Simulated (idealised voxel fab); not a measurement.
process module | voxel lift off
cross-section cut | 285 nm wide | cells 5 nm
A cross-section is a grid of square cells, given in bands from the top down. A band is one or more rows of cells.
Each band's line starts with the height of the band's top and of its bottom, in nm. Then come its materials from left to right, each with its width in nm. One material with "throughout" fills the band from edge to edge. "air" is empty space.
Height 0 is the level under which the wafer as received is all one material. The lowest band goes on downwards, as in "0 down".
A width such as "30 to 40" changes by the same amount from each row of cells to the next, from the band's top row to its bottom row.
"no change" after a step means that no cell of the cross-section changed.
closed voids: empty space of 8 cells or more with no open way to the top, each as width x height at its distance from the left edge, in nm
after a step's settings: what the simulator itself notes on the step
overlay nm, on a step with a mask: how far to the right of its planned place the mask lay; to the left if negative
plan
1 op RECEIVE | material Si
2 op CONFORMAL_DEP | material SiO2 | thk nm 15
3 op PATTERN | tone open | mask id LINES | material resist | width nm 25 | pitch nm 40 | thk nm 20 | overlay nm 0
4 op DIRECTIONAL_DEP | material Ru | thk nm 10
5 op STRIP | etch materials resist
6 op CONFORMAL_DEP | material SiN | thk nm 10
as received, after step 1
  0 down: Si throughout
  closed voids: none
first wafer at the end, as planned
  35 to 25: air 100 | SiN 85 | air 100
  25 to 15: SiN 110 | Ru 25 | SiN 15 | Ru 25 | SiN 110
  15 to 0: SiO2 throughout
  0 down: Si throughout
  closed voids: none
second wafer at the end: like start, like plan, one mistake
  25 to 15: air 110 | Ru 25 | air 15 | Ru 25 | air 110
  15 to 0: SiO2 throughout
  0 down: Si throughout
  closed voids: none
what went wrong: step 6 was left out
at the end the second wafer has, in cells: 128 fewer of SiN
